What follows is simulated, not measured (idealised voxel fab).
Process module under the name voxel spacer lines
cross-section cut | 200 nm wide | cells 5 nm
Cross-section spec: square-cell grid; bands listed top down; each band is one or more rows.
For a band, the entry starts with two heights in nm, that of the top and then that of the bottom, and carries on with the band's materials in order from left to right, each alongside its width in nm; the word "everywhere" beside a single material means it fills the band edge to edge, and "blank" means empty space.
The reference from which all heights are counted is 0, the level beneath which the as-received wafer is entirely one material; the lowest band, having no lower bound, proceeds downward and is written after the example "0 down".
Width: "30->40" (first number = top row, second number = bottom row, same change from row to row of cells).
A step reported as "remained the same" is a step in which no cell of the cross-section changed.
"Cavities, sealed" means: voids of 8 cells or more that are shut off from the top with no open way through. Written width x height at distance, distance from the left edge, in nm.
The remark found on a step's line after its settings is issued by the simulator itself and pertains to that step.
When a step includes a mask, the "overlay nm" setting on its line states how far to the right of its planned place that mask lay, and negative values state how far to the left.

[Below is the list of planned process steps]
1 RECEIVE, material Si
2 CONFORMAL_DEP, material Al2O3, thk nm 5
3 DIRECTIONAL_DEP, material W, thk nm 15
4 DIRECTIONAL_DEP, material polySi, thk nm 25
5 PATTERN, tone cover, mask id MANDREL, material resist, width nm 20, pitch nm 70, thk nm 35, overlay nm 0
6 DIRECTIONAL_ETCH, etch materials polySi, depth nm 25
7 STRIP, etch materials resist
8 CONFORMAL_DEP, material SiN, thk nm 15
9 DIRECTIONAL_ETCH, etch materials SiN, depth nm 15
10 STRIP, etch materials polySi
11 DIRECTIONAL_ETCH, etch materials W, depth nm 15
12 STRIP, etch materials SiN
13 FILL_DEP, material lowk, thk nm 5
14 CMP, height nm 20

[The following pertains to the first of two wafers, which was processed as planned]

[As received (post step 1): cross-section]
    0 down | Si everywhere
    Cavities, sealed: none

[The following cross-section depicts the wafer upon completion of step 2]
    5 to 0 | Al2O3 everywhere
    below 0: unchanged

[The following cross-section depicts the wafer upon completion of step 3]
    20 to 5 | W everywhere
    below 5: unchanged

[The following cross-section depicts the wafer upon completion of step 4]
    45 to 20 | polySi everywhere
    below 20: unchanged

[The following cross-section depicts the wafer upon completion of step 5]
    80 to 45 | blank (55), resist (20), blank (50), resist (20), blank (55)
    below 45: unchanged

[The following cross-section depicts the wafer upon completion of step 6]
    80 to 45 | blank (55), resist (20), blank (50), resist (20), blank (55)
    45 to 20 | blank (55), polySi (20), blank (50), polySi (20), blank (55)
    below 20: unchanged

[The following cross-section depicts the wafer upon completion of step 7]
    45 to 20 | blank (55), polySi (20), blank (50), polySi (20), blank (55)
    below 20: unchanged

[The following cross-section depicts the wafer upon completion of step 8]
    60 to 45 | blank (40), SiN (50), blank (20), SiN (50), blank (40)
    45 to 35 | blank (40), SiN (15), polySi (20), SiN (15), blank (20), SiN (15), polySi (20), SiN (15), blank (40)
    35 to 20 | SiN (55), polySi (20), SiN (50), polySi (20), SiN (55)
    below 20: unchanged

[The following cross-section depicts the wafer upon completion of step 9]
    45 to 20 | blank (40), SiN (15), polySi (20), SiN (15), blank (20), SiN (15), polySi (20), SiN (15), blank (40)
    below 20: unchanged

[The following cross-section depicts the wafer upon completion of step 10]
    45 to 20 | blank (40), SiN (15), blank (20), SiN (15), blank (20), SiN (15), blank (20), SiN (15), blank (40)
    below 20: unchanged

[The following cross-section depicts the wafer upon completion of step 11]
    45 to 20 | blank (40), SiN (15), blank (20), SiN (15), blank (20), SiN (15), blank (20), SiN (15), blank (40)
    20 to 5 | blank (40), W (15), blank (20), W (15), blank (20), W (15), blank (20), W (15), blank (40)
    below 5: unchanged

[The following cross-section depicts the wafer upon completion of step 12]
    20 to 5 | blank (40), W (15), blank (20), W (15), blank (20), W (15), blank (20), W (15), blank (40)
    below 5: unchanged

[The following cross-section depicts the wafer upon completion of step 13]
    25 to 20 | lowk everywhere
    20 to 5 | lowk (40), W (15), lowk (20), W (15), lowk (20), W (15), lowk (20), W (15), lowk (40)
    below 5: unchanged

[The following cross-section depicts the wafer upon completion of step 14]
    20 to 5 | lowk (40), W (15), lowk (20), W (15), lowk (20), W (15), lowk (20), W (15), lowk (40)
    below 5: unchanged

[Second wafer: same start and same plan as the first, one execution error; identical to the first through step 2]

[Cross-section: second wafer, time at which step 3 was scheduled to end]
    20 to 5 | lowk everywhere
    below 5: unchanged

[Cross-section: second wafer, time at which step 4 was scheduled to end]
    45 to 20 | polySi everywhere
    below 20: unchanged

[Cross-section: second wafer, time at which step 5 was scheduled to end]
    80 to 45 | blank (55), resist (20), blank (50), resist (20), blank (55)
    below 45: unchanged

[Cross-section: second wafer, time at which step 6 was scheduled to end]
    80 to 45 | blank (55), resist (20), blank (50), resist (20), blank (55)
    45 to 20 | blank (55), polySi (20), blank (50), polySi (20), blank (55)
    below 20: unchanged

[Cross-section: second wafer, time at which step 7 was scheduled to end]
    45 to 20 | blank (55), polySi (20), blank (50), polySi (20), blank (55)
    below 20: unchanged

[Cross-section: second wafer, time at which step 8 was scheduled to end]
    60 to 45 | blank (40), SiN (50), blank (20), SiN (50), blank (40)
    45 to 35 | blank (40), SiN (15), polySi (20), SiN (15), blank (20), SiN (15), polySi (20), SiN (15), blank (40)
    35 to 20 | SiN (55), polySi (20), SiN (50), polySi (20), SiN (55)
    below 20: unchanged

[Cross-section: second wafer, time at which step 9 was scheduled to end]
    45 to 20 | blank (40), SiN (15), polySi (20), SiN (15), blank (20), SiN (15), polySi (20), SiN (15), blank (40)
    below 20: unchanged

[Cross-section: second wafer, time at which step 10 was scheduled to end]
    45 to 20 | blank (40), SiN (15), blank (20), SiN (15), blank (20), SiN (15), blank (20), SiN (15), blank (40)
    below 20: unchanged

Cross-section: second wafer, time at which step 11 was scheduled to end: remained the same

[Cross-section: second wafer, time at which step 12 was scheduled to end]
    20 to 5 | lowk everywhere
    below 5: unchanged

[Cross-section: second wafer, time at which step 13 was scheduled to end]
    25 to 5 | lowk everywhere
    below 5: unchanged

[Cross-section: second wafer, time at which step 14 was scheduled to end]
    20 to 5 | lowk everywhere
    below 5: unchanged
Want to know what went wrong? step 3 off recipe, ran as DIRECTIONAL_DEP, material lowk, thk nm 15
Counted in cells at the end, the second wafer holds more or fewer of these materials than the first: -36 W | +36 lowk
